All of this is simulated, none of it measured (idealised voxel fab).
Process module in this document: voxel wiring stack
Square cell edge 5 nm, section width 275 nm, ID cut.
A cross-section is written here as square cells arranged in a grid, and it is given in bands from the top down, each band taking up one or more rows of cells.
Top height, bottom height, nm. Materials left to right, width each, nm. Single material + "edge to edge" = fills band edge to edge. "blank" = empty.
Heights are reckoned from 0. Under this level, the received wafer is all of one material. The bottommost band is open-ended downward, for example "0 -> down".
Graded width ("30->40"): value in top row of band = first number; value in bottom row = second number; row-to-row change constant.
Basically "identical to before" means that step didn't change any cell in the cross-section.
Closed-off voids of 8+ cells (no open route to the top) go in "Non-vented voids", written width x height at distance from the left edge, in nm.
Past the settings on a step's line: simulator remark, on that step.
The setting "overlay nm" may be written on the line of a step. When the step uses a mask, the value reports how far to the right of the planned place the mask lay, and a negative value reports that it lay to the left.

**So here's the lineup of process steps we planned**
1. RECEIVE | material Si
2. CONFORMAL_DEP | material SiO2 | thk nm 15
3. DIRECTIONAL_DEP | material TiN | thk nm 5
4. DIRECTIONAL_DEP | material Ru | thk nm 25
5. DIRECTIONAL_DEP | material aC | thk nm 15
6. PATTERN | tone cover | mask id METAL_1 | material resist | width nm 20 | pitch nm 40 | thk nm 30 | overlay nm 0
7. DIRECTIONAL_ETCH | etch materials aC | depth nm 15
8. STRIP | etch materials resist
9. DIRECTIONAL_ETCH | etch materials Ru | depth nm 25
10. DIRECTIONAL_ETCH | etch materials TiN | depth nm 5
11. STRIP | etch materials aC
12. FILL_DEP | material SiO2 | thk nm 5
13. CMP | height nm 45
14. CONFORMAL_DEP | material SiCN | thk nm 5
15. DIRECTIONAL_DEP | material lowk | thk nm 30
16. PATTERN | tone open | mask id METAL_2_HOLES | material resist | width nm 15 | pitch nm 80 | thk nm 15 | overlay nm 0
17. DIRECTIONAL_ETCH | etch materials lowk | depth nm 30
18. STRIP | etch materials resist
19. PATTERN | tone open | mask id METAL_2 | material resist | width nm 20 | pitch nm 40 | thk nm 15 | overlay nm 0
20. DIRECTIONAL_ETCH | etch materials lowk | depth nm 20
21. DIRECTIONAL_ETCH | etch materials SiCN | depth nm 5
22. STRIP | etch materials resist
23. CONFORMAL_DEP | material TiN | thk nm 5
24. FILL_DEP | material Ru | thk nm 5
25. CMP | height nm 80
26. CONFORMAL_DEP | material SiCN | thk nm 5
27. DIRECTIONAL_DEP | material SiO2 | thk nm 35
28. DIRECTIONAL_DEP | material aC | thk nm 10
29. PATTERN | tone open | mask id METAL_3 | material resist | width nm 20 | pitch nm 40 | thk nm 30 | overlay nm 0
30. DIRECTIONAL_ETCH | etch materials aC | depth nm 10
31. STRIP | etch materials resist
32. DIRECTIONAL_ETCH | etch materials SiO2 | depth nm 20
33. STRIP | etch materials aC
34. MASKED_ETCH | tone open | mask id METAL_3_HOLES | width nm 15 | pitch nm 80 | etch materials SiO2 | depth nm 15 | overlay nm 0
35. MASKED_ETCH | tone open | mask id METAL_3_HOLES | width nm 15 | pitch nm 80 | etch materials SiCN | depth nm 5 | overlay nm 0
36. CONFORMAL_DEP | material TiN | thk nm 5
37. FILL_DEP | material Cu | thk nm 10
38. CMP | height nm 120
39. CONFORMAL_DEP | material SiN | thk nm 5

**The following pertains to the first of two wafers, which was processed as planned**

**Here's what the wafer looked like in cross-section when it arrived - that's after step 1**
	0 -> down: Si edge to edge
	Non-vented voids: none

**How the wafer stands in section after step 2**
	15 -> 0: SiO2 edge to edge
	Nothing below the height 0 has changed.

**How the wafer stands in section after step 3**
	20 -> 15: TiN edge to edge
	Nothing below the height 15 has changed.

**How the wafer stands in section after step 4**
	45 -> 20: Ru edge to edge
	Nothing below the height 20 has changed.

**How the wafer stands in section after step 5**
	60 -> 45: aC edge to edge
	Nothing below the height 45 has changed.

**How the wafer stands in section after step 6**
	90 -> 60: 65 of blank | 20 of resist | 20 of blank | 20 of resist | 20 of blank | 20 of resist | 20 of blank | 20 of resist | 70 of blank
	Nothing below the height 60 has changed.

**How the wafer stands in section after step 7**
	75 -> 60: 65 of blank | 20 of resist | 20 of blank | 20 of resist | 20 of blank | 20 of resist | 20 of blank | 20 of resist | 70 of blank
	60 -> 45: 65 of blank | 20 of aC | 20 of blank | 20 of aC | 20 of blank | 20 of aC | 20 of blank | 20 of aC | 70 of blank
	Nothing below the height 45 has changed.

**How the wafer stands in section after step 8**
	60 -> 45: 65 of blank | 20 of aC | 20 of blank | 20 of aC | 20 of blank | 20 of aC | 20 of blank | 20 of aC | 70 of blank
	Nothing below the height 45 has changed.

**How the wafer stands in section after step 9**
	60 -> 45: 65 of blank | 20 of aC | 20 of blank | 20 of aC | 20 of blank | 20 of aC | 20 of blank | 20 of aC | 70 of blank
	45 -> 20: 65 of blank | 20 of Ru | 20 of blank | 20 of Ru | 20 of blank | 20 of Ru | 20 of blank | 20 of Ru | 70 of blank
	Nothing below the height 20 has changed.

**How the wafer stands in section after step 10**
	60 -> 45: 65 of blank | 20 of aC | 20 of blank | 20 of aC | 20 of blank | 20 of aC | 20 of blank | 20 of aC | 70 of blank
	45 -> 20: 65 of blank | 20 of Ru | 20 of blank | 20 of Ru | 20 of blank | 20 of Ru | 20 of blank | 20 of Ru | 70 of blank
	20 -> 15: 65 of blank | 20 of TiN | 20 of blank | 20 of TiN | 20 of blank | 20 of TiN | 20 of blank | 20 of TiN | 70 of blank
	Nothing below the height 15 has changed.

**How the wafer stands in section after step 11**
	45 -> 20: 65 of blank | 20 of Ru | 20 of blank | 20 of Ru | 20 of blank | 20 of Ru | 20 of blank | 20 of Ru | 70 of blank
	Nothing below the height 20 has changed.

**How the wafer stands in section after step 12**
	50 -> 45: SiO2 edge to edge
	45 -> 20: 65 of SiO2 | 20 of Ru | 20 of SiO2 | 20 of Ru | 20 of SiO2 | 20 of Ru | 20 of SiO2 | 20 of Ru | 70 of SiO2
	20 -> 15: 65 of SiO2 | 20 of TiN | 20 of SiO2 | 20 of TiN | 20 of SiO2 | 20 of TiN | 20 of SiO2 | 20 of TiN | 70 of SiO2
	Nothing below the height 15 has changed.

**How the wafer stands in section after step 13**
	45 -> 20: 65 of SiO2 | 20 of Ru | 20 of SiO2 | 20 of Ru | 20 of SiO2 | 20 of Ru | 20 of SiO2 | 20 of Ru | 70 of SiO2
	Nothing below the height 20 has changed.

**How the wafer stands in section after step 14**
	50 -> 45: SiCN edge to edge
	Nothing below the height 45 has changed.

**How the wafer stands in section after step 15**
	80 -> 50: lowk edge to edge
	Nothing below the height 50 has changed.

**How the wafer stands in section after step 16**
	95 -> 80: 65 of resist | 15 of blank | 65 of resist | 15 of blank | 115 of resist
	Nothing below the height 80 has changed.

**How the wafer stands in section after step 17**
	95 -> 80: 65 of resist | 15 of blank | 65 of resist | 15 of blank | 115 of resist
	80 -> 50: 65 of lowk | 15 of blank | 65 of lowk | 15 of blank | 115 of lowk
	Nothing below the height 50 has changed.

**How the wafer stands in section after step 18**
	80 -> 50: 65 of lowk | 15 of blank | 65 of lowk | 15 of blank | 115 of lowk
	Nothing below the height 50 has changed.

**How the wafer stands in section after step 19**
	95 -> 80: 65 of resist | 20 of blank | 20 of resist | 20 of blank | 20 of resist | 20 of blank | 20 of resist | 20 of blank | 70 of resist
	Nothing below the height 80 has changed.

**How the wafer stands in section after step 20**
	95 -> 80: 65 of resist | 20 of blank | 20 of resist | 20 of blank | 20 of resist | 20 of blank | 20 of resist | 20 of blank | 70 of resist
	80 -> 60: 65 of lowk | 20 of blank | 20 of lowk | 20 of blank | 20 of lowk | 20 of blank | 20 of lowk | 20 of blank | 70 of lowk
	Nothing below the height 60 has changed.

**How the wafer stands in section after step 21**
	95 -> 80: 65 of resist | 20 of blank | 20 of resist | 20 of blank | 20 of resist | 20 of blank | 20 of resist | 20 of blank | 70 of resist
	80 -> 60: 65 of lowk | 20 of blank | 20 of lowk | 20 of blank | 20 of lowk | 20 of blank | 20 of lowk | 20 of blank | 70 of lowk
	60 -> 50: 65 of lowk | 15 of blank | 65 of lowk | 15 of blank | 115 of lowk
	50 -> 45: 65 of SiCN | 15 of blank | 65 of SiCN | 15 of blank | 115 of SiCN
	Nothing below the height 45 has changed.

**How the wafer stands in section after step 22**
	80 -> 60: 65 of lowk | 20 of blank | 20 of lowk | 20 of blank | 20 of lowk | 20 of blank | 20 of lowk | 20 of blank | 70 of lowk
	Nothing below the height 60 has changed.

**How the wafer stands in section after step 23**
	85 -> 80: 70 of TiN | 10 of blank | 30 of TiN | 10 of blank | 30 of TiN | 10 of blank | 30 of TiN | 10 of blank | 75 of TiN
	80 -> 65: 65 of lowk | 5 of TiN | 10 of blank | 5 of TiN | 20 of lowk | 5 of TiN | 10 of blank | 5 of TiN | 20 of lowk | 5 of TiN | 10 of blank | 5 of TiN | 20 of lowk | 5 of TiN | 10 of blank | 5 of TiN | 70 of lowk
	65 -> 60: 65 of lowk | 5 of TiN | 5 of blank | 10 of TiN | 20 of lowk | 20 of TiN | 20 of lowk | 5 of TiN | 5 of blank | 10 of TiN | 20 of lowk | 20 of TiN | 70 of lowk
	60 -> 50: 65 of lowk | 5 of TiN | 5 of blank | 5 of TiN | 65 of lowk | 5 of TiN | 5 of blank | 5 of TiN | 115 of lowk
	50 -> 45: 65 of SiCN | 15 of TiN | 65 of SiCN | 15 of TiN | 115 of SiCN
	Nothing below the height 45 has changed.

**How the wafer stands in section after step 24**
	90 -> 85: Ru edge to edge
	85 -> 80: 70 of TiN | 10 of Ru | 30 of TiN | 10 of Ru | 30 of TiN | 10 of Ru | 30 of TiN | 10 of Ru | 75 of TiN
	80 -> 65: 65 of lowk | 5 of TiN | 10 of Ru | 5 of TiN | 20 of lowk | 5 of TiN | 10 of Ru | 5 of TiN | 20 of lowk | 5 of TiN | 10 of Ru | 5 of TiN | 20 of lowk | 5 of TiN | 10 of Ru | 5 of TiN | 70 of lowk
	65 -> 60: 65 of lowk | 5 of TiN | 5 of Ru | 10 of TiN | 20 of lowk | 20 of TiN | 20 of lowk | 5 of TiN | 5 of Ru | 10 of TiN | 20 of lowk | 20 of TiN | 70 of lowk
	60 -> 50: 65 of lowk | 5 of TiN | 5 of Ru | 5 of TiN | 65 of lowk | 5 of TiN | 5 of Ru | 5 of TiN | 115 of lowk
	Nothing below the height 50 has changed.

**How the wafer stands in section after step 25**
	80 -> 65: 65 of lowk | 5 of TiN | 10 of Ru | 5 of TiN | 20 of lowk | 5 of TiN | 10 of Ru | 5 of TiN | 20 of lowk | 5 of TiN | 10 of Ru | 5 of TiN | 20 of lowk | 5 of TiN | 10 of Ru | 5 of TiN | 70 of lowk
	Nothing below the height 65 has changed.

**How the wafer stands in section after step 26**
	85 -> 80: SiCN edge to edge
	Nothing below the height 80 has changed.

**How the wafer stands in section after step 27**
	120 -> 85: SiO2 edge to edge
	Nothing below the height 85 has changed.

**How the wafer stands in section after step 28**
	130 -> 120: aC edge to edge
	Nothing below the height 120 has changed.

**How the wafer stands in section after step 29**
	160 -> 130: 65 of resist | 20 of blank | 20 of resist | 20 of blank | 20 of resist | 20 of blank | 20 of resist | 20 of blank | 70 of resist
	Nothing below the height 130 has changed.

**How the wafer stands in section after step 30**
	150 -> 130: 65 of resist | 20 of blank | 20 of resist | 20 of blank | 20 of resist | 20 of blank | 20 of resist | 20 of blank | 70 of resist
	130 -> 120: 65 of aC | 20 of blank | 20 of aC | 20 of blank | 20 of aC | 20 of blank | 20 of aC | 20 of blank | 70 of aC
	Nothing below the height 120 has changed.

**How the wafer stands in section after step 31**
	130 -> 120: 65 of aC | 20 of blank | 20 of aC | 20 of blank | 20 of aC | 20 of blank | 20 of aC | 20 of blank | 70 of aC
	Nothing below the height 120 has changed.

**How the wafer stands in section after step 32**
	130 -> 120: 65 of aC | 20 of blank | 20 of aC | 20 of blank | 20 of aC | 20 of blank | 20 of aC | 20 of blank | 70 of aC
	120 -> 100: 65 of SiO2 | 20 of blank | 20 of SiO2 | 20 of blank | 20 of SiO2 | 20 of blank | 20 of SiO2 | 20 of blank | 70 of SiO2
	Nothing below the height 100 has changed.

**How the wafer stands in section after step 33**
	120 -> 100: 65 of SiO2 | 20 of blank | 20 of SiO2 | 20 of blank | 20 of SiO2 | 20 of blank | 20 of SiO2 | 20 of blank | 70 of SiO2
	Nothing below the height 100 has changed.

**How the wafer stands in section after step 34**
	120 -> 100: 65 of SiO2 | 20 of blank | 20 of SiO2 | 20 of blank | 20 of SiO2 | 20 of blank | 20 of SiO2 | 20 of blank | 70 of SiO2
	100 -> 85: 65 of SiO2 | 15 of blank | 65 of SiO2 | 15 of blank | 115 of SiO2
	Nothing below the height 85 has changed.

**How the wafer stands in section after step 35**
	120 -> 100: 65 of SiO2 | 20 of blank | 20 of SiO2 | 20 of blank | 20 of SiO2 | 20 of blank | 20 of SiO2 | 20 of blank | 70 of SiO2
	100 -> 85: 65 of SiO2 | 15 of blank | 65 of SiO2 | 15 of blank | 115 of SiO2
	85 -> 80: 65 of SiCN | 15 of blank | 65 of SiCN | 15 of blank | 115 of SiCN
	Nothing below the height 80 has changed.

**How the wafer stands in section after step 36**
	125 -> 120: 70 of TiN | 10 of blank | 30 of TiN | 10 of blank | 30 of TiN | 10 of blank | 30 of TiN | 10 of blank | 75 of TiN
	120 -> 105: 65 of SiO2 | 5 of TiN | 10 of blank | 5 of TiN | 20 of SiO2 | 5 of TiN | 10 of blank | 5 of TiN | 20 of SiO2 | 5 of TiN | 10 of blank | 5 of TiN | 20 of SiO2 | 5 of TiN | 10 of blank | 5 of TiN | 70 of SiO2
	105 -> 100: 65 of SiO2 | 5 of TiN | 5 of blank | 10 of TiN | 20 of SiO2 | 20 of TiN | 20 of SiO2 | 5 of TiN | 5 of blank | 10 of TiN | 20 of SiO2 | 20 of TiN | 70 of SiO2
	100 -> 85: 65 of SiO2 | 5 of TiN | 5 of blank | 5 of TiN | 65 of SiO2 | 5 of TiN | 5 of blank | 5 of TiN | 115 of SiO2
	85 -> 80: 65 of SiCN | 15 of TiN | 65 of SiCN | 15 of TiN | 115 of SiCN
	Nothing below the height 80 has changed.

**How the wafer stands in section after step 37**
	135 -> 125: Cu edge to edge
	125 -> 120: 70 of TiN | 10 of Cu | 30 of TiN | 10 of Cu | 30 of TiN | 10 of Cu | 30 of TiN | 10 of Cu | 75 of TiN
	120 -> 105: 65 of SiO2 | 5 of TiN | 10 of Cu | 5 of TiN | 20 of SiO2 | 5 of TiN | 10 of Cu | 5 of TiN | 20 of SiO2 | 5 of TiN | 10 of Cu | 5 of TiN | 20 of SiO2 | 5 of TiN | 10 of Cu | 5 of TiN | 70 of SiO2
	105 -> 100: 65 of SiO2 | 5 of TiN | 5 of Cu | 10 of TiN | 20 of SiO2 | 20 of TiN | 20 of SiO2 | 5 of TiN | 5 of Cu | 10 of TiN | 20 of SiO2 | 20 of TiN | 70 of SiO2
	100 -> 85: 65 of SiO2 | 5 of TiN | 5 of Cu | 5 of TiN | 65 of SiO2 | 5 of TiN | 5 of Cu | 5 of TiN | 115 of SiO2
	Nothing below the height 85 has changed.

**How the wafer stands in section after step 38**
	120 -> 105: 65 of SiO2 | 5 of TiN | 10 of Cu | 5 of TiN | 20 of SiO2 | 5 of TiN | 10 of Cu | 5 of TiN | 20 of SiO2 | 5 of TiN | 10 of Cu | 5 of TiN | 20 of SiO2 | 5 of TiN | 10 of Cu | 5 of TiN | 70 of SiO2
	Nothing below the height 105 has changed.

**How the wafer stands in section after step 39**
	125 -> 120: SiN edge to edge
	Nothing below the height 120 has changed.

**Regarding the second of the two wafers: it shared the first wafer's starting condition and process plan, yet one error occurred during its execution. Its history coincides with that of the first wafer up to and including step 11**

**Cross-sectional view of the second wafer at the intended end time of process step 12**
	50 -> 45: Cu edge to edge
	45 -> 20: 65 of Cu | 20 of Ru | 20 of Cu | 20 of Ru | 20 of Cu | 20 of Ru | 20 of Cu | 20 of Ru | 70 of Cu
	20 -> 15: 65 of Cu | 20 of TiN | 20 of Cu | 20 of TiN | 20 of Cu | 20 of TiN | 20 of Cu | 20 of TiN | 70 of Cu
	Nothing below the height 15 has changed.

**Cross-sectional view of the second wafer at the intended end time of process step 13**
	45 -> 20: 65 of Cu | 20 of Ru | 20 of Cu | 20 of Ru | 20 of Cu | 20 of Ru | 20 of Cu | 20 of Ru | 70 of Cu
	Nothing below the height 20 has changed.

**Cross-sectional view of the second wafer at the intended end time of process step 14**
	50 -> 45: SiCN edge to edge
	Nothing below the height 45 has changed.

**Cross-sectional view of the second wafer at the intended end time of process step 15**
	80 -> 50: lowk edge to edge
	Nothing below the height 50 has changed.

**Cross-sectional view of the second wafer at the intended end time of process step 16**
	95 -> 80: 65 of resist | 15 of blank | 65 of resist | 15 of blank | 115 of resist
	Nothing below the height 80 has changed.

**Cross-sectional view of the second wafer at the intended end time of process step 17**
	95 -> 80: 65 of resist | 15 of blank | 65 of resist | 15 of blank | 115 of resist
	80 -> 50: 65 of lowk | 15 of blank | 65 of lowk | 15 of blank | 115 of lowk
	Nothing below the height 50 has changed.

**Cross-sectional view of the second wafer at the intended end time of process step 18**
	80 -> 50: 65 of lowk | 15 of blank | 65 of lowk | 15 of blank | 115 of lowk
	Nothing below the height 50 has changed.

**Cross-sectional view of the second wafer at the intended end time of process step 19**
	95 -> 80: 65 of resist | 20 of blank | 20 of resist | 20 of blank | 20 of resist | 20 of blank | 20 of resist | 20 of blank | 70 of resist
	Nothing below the height 80 has changed.

**Cross-sectional view of the second wafer at the intended end time of process step 20**
	95 -> 80: 65 of resist | 20 of blank | 20 of resist | 20 of blank | 20 of resist | 20 of blank | 20 of resist | 20 of blank | 70 of resist
	80 -> 60: 65 of lowk | 20 of blank | 20 of lowk | 20 of blank | 20 of lowk | 20 of blank | 20 of lowk | 20 of blank | 70 of lowk
	Nothing below the height 60 has changed.

**Cross-sectional view of the second wafer at the intended end time of process step 21**
	95 -> 80: 65 of resist | 20 of blank | 20 of resist | 20 of blank | 20 of resist | 20 of blank | 20 of resist | 20 of blank | 70 of resist
	80 -> 60: 65 of lowk | 20 of blank | 20 of lowk | 20 of blank | 20 of lowk | 20 of blank | 20 of lowk | 20 of blank | 70 of lowk
	60 -> 50: 65 of lowk | 15 of blank | 65 of lowk | 15 of blank | 115 of lowk
	50 -> 45: 65 of SiCN | 15 of blank | 65 of SiCN | 15 of blank | 115 of SiCN
	Nothing below the height 45 has changed.

**Cross-sectional view of the second wafer at the intended end time of process step 22**
	80 -> 60: 65 of lowk | 20 of blank | 20 of lowk | 20 of blank | 20 of lowk | 20 of blank | 20 of lowk | 20 of blank | 70 of lowk
	Nothing below the height 60 has changed.

**Cross-sectional view of the second wafer at the intended end time of process step 23**
	85 -> 80: 70 of TiN | 10 of blank | 30 of TiN | 10 of blank | 30 of TiN | 10 of blank | 30 of TiN | 10 of blank | 75 of TiN
	80 -> 65: 65 of lowk | 5 of TiN | 10 of blank | 5 of TiN | 20 of lowk | 5 of TiN | 10 of blank | 5 of TiN | 20 of lowk | 5 of TiN | 10 of blank | 5 of TiN | 20 of lowk | 5 of TiN | 10 of blank | 5 of TiN | 70 of lowk
	65 -> 60: 65 of lowk | 5 of TiN | 5 of blank | 10 of TiN | 20 of lowk | 20 of TiN | 20 of lowk | 5 of TiN | 5 of blank | 10 of TiN | 20 of lowk | 20 of TiN | 70 of lowk
	60 -> 50: 65 of lowk | 5 of TiN | 5 of blank | 5 of TiN | 65 of lowk | 5 of TiN | 5 of blank | 5 of TiN | 115 of lowk
	50 -> 45: 65 of SiCN | 15 of TiN | 65 of SiCN | 15 of TiN | 115 of SiCN
	Nothing below the height 45 has changed.

**Cross-sectional view of the second wafer at the intended end time of process step 24**
	90 -> 85: Ru edge to edge
	85 -> 80: 70 of TiN | 10 of Ru | 30 of TiN | 10 of Ru | 30 of TiN | 10 of Ru | 30 of TiN | 10 of Ru | 75 of TiN
	80 -> 65: 65 of lowk | 5 of TiN | 10 of Ru | 5 of TiN | 20 of lowk | 5 of TiN | 10 of Ru | 5 of TiN | 20 of lowk | 5 of TiN | 10 of Ru | 5 of TiN | 20 of lowk | 5 of TiN | 10 of Ru | 5 of TiN | 70 of lowk
	65 -> 60: 65 of lowk | 5 of TiN | 5 of Ru | 10 of TiN | 20 of lowk | 20 of TiN | 20 of lowk | 5 of TiN | 5 of Ru | 10 of TiN | 20 of lowk | 20 of TiN | 70 of lowk
	60 -> 50: 65 of lowk | 5 of TiN | 5 of Ru | 5 of TiN | 65 of lowk | 5 of TiN | 5 of Ru | 5 of TiN | 115 of lowk
	Nothing below the height 50 has changed.

**Cross-sectional view of the second wafer at the intended end time of process step 25**
	80 -> 65: 65 of lowk | 5 of TiN | 10 of Ru | 5 of TiN | 20 of lowk | 5 of TiN | 10 of Ru | 5 of TiN | 20 of lowk | 5 of TiN | 10 of Ru | 5 of TiN | 20 of lowk | 5 of TiN | 10 of Ru | 5 of TiN | 70 of lowk
	Nothing below the height 65 has changed.

**Cross-sectional view of the second wafer at the intended end time of process step 26**
	85 -> 80: SiCN edge to edge
	Nothing below the height 80 has changed.

**Cross-sectional view of the second wafer at the intended end time of process step 27**
	120 -> 85: SiO2 edge to edge
	Nothing below the height 85 has changed.

**Cross-sectional view of the second wafer at the intended end time of process step 28**
	130 -> 120: aC edge to edge
	Nothing below the height 120 has changed.

**Cross-sectional view of the second wafer at the intended end time of process step 29**
	160 -> 130: 65 of resist | 20 of blank | 20 of resist | 20 of blank | 20 of resist | 20 of blank | 20 of resist | 20 of blank | 70 of resist
	Nothing below the height 130 has changed.

**Cross-sectional view of the second wafer at the intended end time of process step 30**
	150 -> 130: 65 of resist | 20 of blank | 20 of resist | 20 of blank | 20 of resist | 20 of blank | 20 of resist | 20 of blank | 70 of resist
	130 -> 120: 65 of aC | 20 of blank | 20 of aC | 20 of blank | 20 of aC | 20 of blank | 20 of aC | 20 of blank | 70 of aC
	Nothing below the height 120 has changed.

**Cross-sectional view of the second wafer at the intended end time of process step 31**
	130 -> 120: 65 of aC | 20 of blank | 20 of aC | 20 of blank | 20 of aC | 20 of blank | 20 of aC | 20 of blank | 70 of aC
	Nothing below the height 120 has changed.

**Cross-sectional view of the second wafer at the intended end time of process step 32**
	130 -> 120: 65 of aC | 20 of blank | 20 of aC | 20 of blank | 20 of aC | 20 of blank | 20 of aC | 20 of blank | 70 of aC
	120 -> 100: 65 of SiO2 | 20 of blank | 20 of SiO2 | 20 of blank | 20 of SiO2 | 20 of blank | 20 of SiO2 | 20 of blank | 70 of SiO2
	Nothing below the height 100 has changed.

**Cross-sectional view of the second wafer at the intended end time of process step 33**
	120 -> 100: 65 of SiO2 | 20 of blank | 20 of SiO2 | 20 of blank | 20 of SiO2 | 20 of blank | 20 of SiO2 | 20 of blank | 70 of SiO2
	Nothing below the height 100 has changed.

**Cross-sectional view of the second wafer at the intended end time of process step 34**
	120 -> 100: 65 of SiO2 | 20 of blank | 20 of SiO2 | 20 of blank | 20 of SiO2 | 20 of blank | 20 of SiO2 | 20 of blank | 70 of SiO2
	100 -> 85: 65 of SiO2 | 15 of blank | 65 of SiO2 | 15 of blank | 115 of SiO2
	Nothing below the height 85 has changed.

**Cross-sectional view of the second wafer at the intended end time of process step 35**
	120 -> 100: 65 of SiO2 | 20 of blank | 20 of SiO2 | 20 of blank | 20 of SiO2 | 20 of blank | 20 of SiO2 | 20 of blank | 70 of SiO2
	100 -> 85: 65 of SiO2 | 15 of blank | 65 of SiO2 | 15 of blank | 115 of SiO2
	85 -> 80: 65 of SiCN | 15 of blank | 65 of SiCN | 15 of blank | 115 of SiCN
	Nothing below the height 80 has changed.

**Cross-sectional view of the second wafer at the intended end time of process step 36**
	125 -> 120: 70 of TiN | 10 of blank | 30 of TiN | 10 of blank | 30 of TiN | 10 of blank | 30 of TiN | 10 of blank | 75 of TiN
	120 -> 105: 65 of SiO2 | 5 of TiN | 10 of blank | 5 of TiN | 20 of SiO2 | 5 of TiN | 10 of blank | 5 of TiN | 20 of SiO2 | 5 of TiN | 10 of blank | 5 of TiN | 20 of SiO2 | 5 of TiN | 10 of blank | 5 of TiN | 70 of SiO2
	105 -> 100: 65 of SiO2 | 5 of TiN | 5 of blank | 10 of TiN | 20 of SiO2 | 20 of TiN | 20 of SiO2 | 5 of TiN | 5 of blank | 10 of TiN | 20 of SiO2 | 20 of TiN | 70 of SiO2
	100 -> 85: 65 of SiO2 | 5 of TiN | 5 of blank | 5 of TiN | 65 of SiO2 | 5 of TiN | 5 of blank | 5 of TiN | 115 of SiO2
	85 -> 80: 65 of SiCN | 15 of TiN | 65 of SiCN | 15 of TiN | 115 of SiCN
	Nothing below the height 80 has changed.

**Cross-sectional view of the second wafer at the intended end time of process step 37**
	135 -> 125: Cu edge to edge
	125 -> 120: 70 of TiN | 10 of Cu | 30 of TiN | 10 of Cu | 30 of TiN | 10 of Cu | 30 of TiN | 10 of Cu | 75 of TiN
	120 -> 105: 65 of SiO2 | 5 of TiN | 10 of Cu | 5 of TiN | 20 of SiO2 | 5 of TiN | 10 of Cu | 5 of TiN | 20 of SiO2 | 5 of TiN | 10 of Cu | 5 of TiN | 20 of SiO2 | 5 of TiN | 10 of Cu | 5 of TiN | 70 of SiO2
	105 -> 100: 65 of SiO2 | 5 of TiN | 5 of Cu | 10 of TiN | 20 of SiO2 | 20 of TiN | 20 of SiO2 | 5 of TiN | 5 of Cu | 10 of TiN | 20 of SiO2 | 20 of TiN | 70 of SiO2
	100 -> 85: 65 of SiO2 | 5 of TiN | 5 of Cu | 5 of TiN | 65 of SiO2 | 5 of TiN | 5 of Cu | 5 of TiN | 115 of SiO2
	Nothing below the height 85 has changed.

**Cross-sectional view of the second wafer at the intended end time of process step 38**
	120 -> 105: 65 of SiO2 | 5 of TiN | 10 of Cu | 5 of TiN | 20 of SiO2 | 5 of TiN | 10 of Cu | 5 of TiN | 20 of SiO2 | 5 of TiN | 10 of Cu | 5 of TiN | 20 of SiO2 | 5 of TiN | 10 of Cu | 5 of TiN | 70 of SiO2
	Nothing below the height 105 has changed.

**Cross-sectional view of the second wafer at the intended end time of process step 39**
	125 -> 120: SiN edge to edge
	Nothing below the height 120 has changed.
Deviation noted in wafer processing: step 12 did not use the planned setting and instead ran as FILL_DEP | material Cu | thk nm 5
Final tally in cells, some materials are higher or lower on the second wafer than on the first: Cu: 234 more | SiO2: 234 fewer
